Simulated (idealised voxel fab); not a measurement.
The following is a process module called voxel released beams.
Displayed cross-section: cut, width of 140 nm, square cells sized 5 nm.
Cross-sections here: square-cell grids, written as top-down lists of bands, a band being one or more rows of cells.
Per band: top height and bottom height in nm, followed by the left-to-right materials and their widths in nm; "everywhere" marks a single material spanning edge to edge, "air" marks empty space.
Heights are expressed relative to 0, this being the level below which the as-received wafer comprises one material exclusively. The lowest band is unbounded in the downward direction and is denoted as in "0 -> down".
A width such as "30->40" changes by the same amount from each row of cells to the next, from the band's top row to its bottom row.
Where a step carries "no modification", the cross-section came out of it unchanged, cell for cell.
Voids not open to the top, 8 cells minimum: see "Fully enclosed voids". Written width x height at distance; distance is from the left edge; nm.
Text after the settings on a step's line: the simulator's own remark on that step.
On any step carrying a mask, the "overlay nm" setting, if present on the step's line, tells how far right of its planned place the mask lay; negative values point to the left.

-- The following list gives the planned process steps
1,op RECEIVE | material Si
2,op CONFORMAL_DEP | material Al2O3 | thk nm 10
3,op DIRECTIONAL_DEP | material SiO2 | thk nm 15
4,op MASKED_ETCH | tone open | mask id ANCHOR | width nm 25 | etch materials SiO2 | depth nm 5 | overlay nm 0
5,op CONFORMAL_DEP | material W | thk nm 10
6,op MASKED_ETCH | tone cover | mask id BEAM | width nm 70 | etch materials W | depth nm 10 | overlay nm 0
7,op STRIP | etch materials SiO2
The plan shows the depth nm of step 4 as the first wafer had it; this setting differs between the wafers, which start out alike.

-- The first of several wafers as received, shown in cross-section; this is its state after step 1
0 -> down  Si everywhere
Fully enclosed voids: none

-- Cross-section of the first of several wafers, taken after step 7, where the module ends
10 -> 0  Al2O3 everywhere
0 -> down  Si everywhere
Fully enclosed voids: none

-- The final wafer, sectioned at module end
35 -> 25  air 30, then W 15, then air 5, then W 50, then air 40
25 -> 20  air 35, then W 10, then air 5, then W 10, then air 80
20 -> 10  air 35, then W 25, then air 80
10 -> 0  Al2O3 everywhere
0 -> down  Si everywhere
Fully enclosed voids: none

-- Quick key for the table: a row per wafer, taken at the end of the module. For each material it tells you how many cells the wafer gained (+) or lost (-) since it came in, and the closed voids come after
depth nm 5 | +56 Al2O3 | Fully enclosed voids: none
depth nm 10 | +56 Al2O3 | Fully enclosed voids: none
depth nm 15 | +56 Al2O3 | +40 W | Fully enclosed voids: none
depth nm 20 | +56 Al2O3 | +40 W | Fully enclosed voids: none
depth nm 25 | +56 Al2O3 | +40 W | Fully enclosed voids: none
depth nm 30 | +56 Al2O3 | +40 W | Fully enclosed voids: none
